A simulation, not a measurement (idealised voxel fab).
The process module that follows is named voxel transistor to metal.
Square cells of 5 nm make up the cross-section cut, whose width is 160 nm.
Cross-section spec: square-cell grid; bands listed top down; each band is one or more rows. Within each band entry, the heights of the top and of the bottom of the band appear first, in that order and in nm; the materials of the band then follow from left to right, each with its corresponding width in nm. The designation "throughout" on a single material indicates that it fills the band from edge to edge; the designation "air" indicates empty space. Zero point of the height axis is 0; under it, received wafer = one material. Lowest band: continues down indefinitely, "0 and below". Read "30->40" as a graded width: first number on top, second number at the bottom, same change between each pair of neighbouring rows. "identical to before" means the step left every cell of the cross-section as it was. This entry, "Unvented voids", enumerates those empty regions of no fewer than 8 cells that possess no open connection to the top. Each region is reported in the form width x height at distance, the distance being taken from the left edge, with all three quantities expressed in nm. What comes after the settings on a step's line is commentary from the simulator itself on that step. "overlay nm" denotes, for a step that has a mask, the displacement of the mask to the right of its planned place, with negative values corresponding to the left.
## These are the steps we planned for the process
- 1: RECEIVE with material Si
- 2: CONFORMAL_DEP with material SiO2, thk nm 5
- 3: CONFORMAL_DEP with material SiN, thk nm 15
- 4: MASKED_ETCH with tone cover, mask id ACTIVE, width nm 125, etch materials SiN, depth nm 15, overlay nm 0
- 5: MASKED_ETCH with tone cover, mask id ACTIVE, width nm 125, etch materials SiO2, depth nm 5, overlay nm 0
- 6: MASKED_ETCH with tone cover, mask id ACTIVE, width nm 125, etch materials Si, depth nm 25, overlay nm 0
- 7: FILL_DEP with material SiO2, thk nm 15
- 8: CMP with height nm 20
- 9: SELECTIVE_ETCH with etch materials SiO2, depth nm 15
- 10: STRIP with etch materials SiN
- 11: SELECTIVE_ETCH with etch materials SiO2, depth nm 5
- 12: OXIDIZE with depth nm 5
- 13: DIRECTIONAL_DEP with material polySi, thk nm 30
- 14: DIRECTIONAL_DEP with material SiCN, thk nm 10
- 15: DIRECTIONAL_DEP with material aC, thk nm 10
- 16: PATTERN with tone cover, mask id GATE, material resist, width nm 25, thk nm 25, overlay nm 0
- 17: DIRECTIONAL_ETCH with etch materials aC, depth nm 10
- 18: STRIP with etch materials resist
- 19: DIRECTIONAL_ETCH with etch materials SiCN, depth nm 20
- 20: DIRECTIONAL_ETCH with etch materials polySi, depth nm 40
- 21: STRIP with etch materials aC
- 22: CONFORMAL_DEP with material SiO2, thk nm 5
- 23: DIRECTIONAL_ETCH with etch materials SiO2, depth nm 5
- 24: CONFORMAL_DEP with material SiN, thk nm 10
- 25: DIRECTIONAL_ETCH with etch materials SiN, depth nm 10
- 26: DIRECTIONAL_ETCH with etch materials SiO2, depth nm 5
- 27: EPI with material pSi, thk nm 5
- 28: FILL_DEP with material SiO2, thk nm 10
- 29: CMP with height nm 30
- 30: STRIP with etch materials polySi
- 31: SELECTIVE_ETCH with etch materials SiO2, depth nm 5
- 32: CONFORMAL_DEP with material HfO2, thk nm 5
- 33: CONFORMAL_DEP with material TiN, thk nm 5
- 34: FILL_DEP with material W, thk nm 5
- 35: CMP with height nm 25
- 36: DIRECTIONAL_DEP with material SiO2, thk nm 10
- 37: PATTERN with tone open, mask id CONTACT, material resist, width nm 20, pitch nm 85, thk nm 20, overlay nm 0
- 38: DIRECTIONAL_ETCH with etch materials SiO2, depth nm 35
- 39: STRIP with etch materials resist
- 40: CONFORMAL_DEP with material TiN, thk nm 5
- 41: FILL_DEP with material Ru, thk nm 5
- 42: CMP with height nm 35
- 43: DIRECTIONAL_DEP with material TiN, thk nm 5
- 44: DIRECTIONAL_DEP with material W, thk nm 25
- 45: MASKED_ETCH with tone cover, mask id METAL_1, width nm 20, pitch nm 85, etch materials W, depth nm 25, overlay nm 0
- 46: MASKED_ETCH with tone cover, mask id METAL_1, width nm 20, pitch nm 85, etch materials TiN, depth nm 5, overlay nm 0
- 47: CONFORMAL_DEP with material SiCN, thk nm 5
- 48: FILL_DEP with material lowk, thk nm 10
- 49: CMP with height nm 65
- 50: CONFORMAL_DEP with material SiCN, thk nm 5
- 51: DIRECTIONAL_DEP with material SiO2, thk nm 25
- 52: MASKED_ETCH with tone open, mask id METAL_2, width nm 20, pitch nm 85, etch materials SiO2, depth nm 15, overlay nm 0
- 53: DIRECTIONAL_DEP with material aC, thk nm 15
- 54: PATTERN with tone open, mask id METAL_2_HOLES, material resist, width nm 15, pitch nm 85, thk nm 30, overlay nm 0
- 55: DIRECTIONAL_ETCH with etch materials aC, depth nm 15
- 56: STRIP with etch materials resist
- 57: DIRECTIONAL_ETCH with etch materials SiO2, depth nm 10
- 58: DIRECTIONAL_ETCH with etch materials SiCN, depth nm 5
- 59: STRIP with etch materials aC
- 60: CONFORMAL_DEP with material TiN, thk nm 5
- 61: FILL_DEP with material Cu, thk nm 5
- 62: CMP with height nm 95
- 63: CONFORMAL_DEP with material SiCN, thk nm 5
## Shown in cross-section is the wafer as received, that is, as it stands after step 1
    0 and below = Si throughout
    Unvented voids: none
## First wafer of two, sectioned at end of module; run went per plan
    100 down to 95 = SiCN throughout
    95 down to 85 = SiO2 (25); TiN (5); Cu (10); TiN (5); SiO2 (65); TiN (5); Cu (10); TiN (5); SiO2 (30)
    85 down to 80 = SiO2 (25); TiN (5); Cu (5); TiN (10); SiO2 (65); TiN (5); Cu (5); TiN (10); SiO2 (30)
    80 down to 70 = SiO2 (25); TiN (5); Cu (5); TiN (5); SiO2 (70); TiN (5); Cu (5); TiN (5); SiO2 (35)
    70 down to 65 = SiCN (25); TiN (15); SiCN (70); TiN (15); SiCN (35)
    65 down to 40 = lowk (20); SiCN (5); W (20); SiCN (5); lowk (55); SiCN (5); W (20); SiCN (5); lowk (25)
    40 down to 35 = SiCN (25); TiN (20); SiCN (65); TiN (20); SiCN (30)
    35 down to 25 = SiO2 (25); TiN (5); Ru (10); TiN (5); SiO2 (65); TiN (5); Ru (10); TiN (5); SiO2 (30)
    25 down to 5 = SiO2 (25); TiN (5); Ru (10); TiN (5); SiO2 (5); SiN (10); HfO2 (5); TiN (5); W (15); TiN (5); HfO2 (5); SiN (10); SiO2 (5); TiN (5); Ru (10); TiN (5); SiO2 (30)
    5 down to 0 = SiO2 (25); TiN (20); SiO2 (5); SiN (10); HfO2 (5); TiN (25); HfO2 (5); SiN (10); SiO2 (5); TiN (20); SiO2 (30)
    0 down to -5 = SiO2 (10); pSi (40); SiO2 (10); HfO2 (35); SiO2 (10); pSi (40); SiO2 (15)
    -5 down to -25 = SiO2 (15); Si (125); SiO2 (20)
    -25 and below = Si throughout
    Unvented voids: none
## Now the second wafer, cross-sectioned at the end of the module. Nothing different at the start, nothing different in the plan compared with the first, just one mistake when it was actually run
    100 down to 95 = SiCN throughout
    95 down to 85 = SiO2 (25); TiN (5); Cu (10); TiN (5); SiO2 (65); TiN (5); Cu (10); TiN (5); SiO2 (30)
    85 down to 80 = SiO2 (25); TiN (5); Cu (5); TiN (10); SiO2 (65); TiN (5); Cu (5); TiN (10); SiO2 (30)
    80 down to 70 = SiO2 (25); TiN (5); Cu (5); TiN (5); SiO2 (70); TiN (5); Cu (5); TiN (5); SiO2 (35)
    70 down to 65 = SiCN (25); TiN (15); SiCN (70); TiN (15); SiCN (35)
    65 down to 40 = lowk (20); SiCN (5); W (20); SiCN (5); lowk (55); SiCN (5); W (20); SiCN (5); lowk (25)
    40 down to 35 = SiCN (25); TiN (20); SiCN (65); TiN (20); SiCN (30)
    35 down to 25 = SiO2 (30); TiN (5); Ru (10); TiN (5); SiO2 (65); TiN (5); Ru (10); TiN (5); SiO2 (25)
    25 down to 5 = SiO2 (30); TiN (5); Ru (10); TiN (5); SiN (10); HfO2 (5); TiN (5); W (15); TiN (5); HfO2 (5); SiN (10); SiO2 (10); TiN (5); Ru (10); TiN (5); SiO2 (25)
    5 down to 0 = SiO2 (30); TiN (20); SiN (10); HfO2 (5); TiN (25); HfO2 (5); SiN (10); SiO2 (10); TiN (20); SiO2 (25)
    0 down to -5 = SiO2 (10); pSi (40); SiO2 (10); HfO2 (35); SiO2 (10); pSi (40); SiO2 (15)
    -5 down to -25 = SiO2 (15); Si (125); SiO2 (20)
    -25 and below = Si throughout
    Unvented voids: none
In executing the process, a mistake was made relative to the plan: step 37 deviated from plan and actually ran as PATTERN with tone open, mask id CONTACT, material resist, width nm 20, pitch nm 85, thk nm 20, overlay nm 5
At the end, the second wafer has the same number of cells of each material as the first, but those cells sit in other places.
